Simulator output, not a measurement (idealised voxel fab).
process module | voxel gate over fins
cross-section cut | 150 nm wide | cells 5 nm
A cross-section is a grid of square cells, given in bands from the top down. A band is one or more rows of cells.
Each band's line starts with the height of the band's top and of its bottom, in nm. Then come its materials from left to right, each with its width in nm. One material with "throughout" fills the band from edge to edge. "air" is empty space.
Height 0 is the level under which the wafer as received is all one material. The lowest band goes on downwards, as in "0 down".
A width such as "30 to 40" changes by the same amount from each row of cells to the next, from the band's top row to its bottom row.
"no change" after a step means that no cell of the cross-section changed.
closed voids: empty space of 8 cells or more with no open way to the top, each as width x height at its distance from the left edge, in nm
after a step's settings: what the simulator itself notes on the step
overlay nm, on a step with a mask: how far to the right of its planned place the mask lay; to the left if negative
plan
1 op RECEIVE | material Si
2 op CONFORMAL_DEP | material SiN | thk nm 10
3 op PATTERN | tone cover | mask id FINS | material resist | width nm 15 | pitch nm 35 | thk nm 15 | overlay nm 0
4 op DIRECTIONAL_ETCH | etch materials SiN | depth nm 10
5 op DIRECTIONAL_ETCH | etch materials Si | depth nm 30
6 op STRIP | etch materials resist
7 op OXIDIZE | depth nm 5
8 op FILL_DEP | material SiO2 | thk nm 10
9 op CMP | height nm 10
10 op SELECTIVE_ETCH | etch materials SiO2 | depth nm 20
11 op STRIP | etch materials SiN
12 op CONFORMAL_DEP | material HfO2 | thk nm 5
13 op CONFORMAL_DEP | material TiN | thk nm 5
14 op CONFORMAL_DEP | material TiAl | thk nm 5
15 op CONFORMAL_DEP | material TiN | thk nm 5
16 op FILL_DEP | material W | thk nm 10
17 op CMP | height nm 25
18 op CONFORMAL_DEP | material SiN | thk nm 5
as received, after step 1
  0 down: Si throughout
  closed voids: none
a wafer at the end: this start, this plan, one mistake
  30 to 25: SiN throughout
  25 to 20: W throughout
  20 to 15: TiN throughout
  15 to 10: TiAl throughout
  10 to 5: TiN 35 | TiAl 5 | TiN 30 | TiAl 5 | TiN 30 | TiAl 5 | TiN 40
  5 to 0: HfO2 30 | TiN 5 | TiAl 5 | TiN 5 | HfO2 20 | TiN 5 | TiAl 5 | TiN 5 | HfO2 20 | TiN 5 | TiAl 5 | TiN 5 | HfO2 35
  0 to -5: Si 25 | HfO2 5 | TiN 15 | HfO2 5 | Si 10 | HfO2 5 | TiN 15 | HfO2 5 | Si 10 | HfO2 5 | TiN 15 | HfO2 5 | Si 30
  -5 to -10: Si 25 | HfO2 25 | Si 10 | HfO2 25 | Si 10 | HfO2 25 | Si 30
  -10 to -35: Si 25 | SiO2 25 | Si 10 | SiO2 25 | Si 10 | SiO2 25 | Si 30
  -35 down: Si throughout
  closed voids: none
what went wrong: step 3 ran as: op PATTERN | tone open | mask id FINS | material resist | width nm 15 | pitch nm 35 | thk nm 15 | overlay nm 0
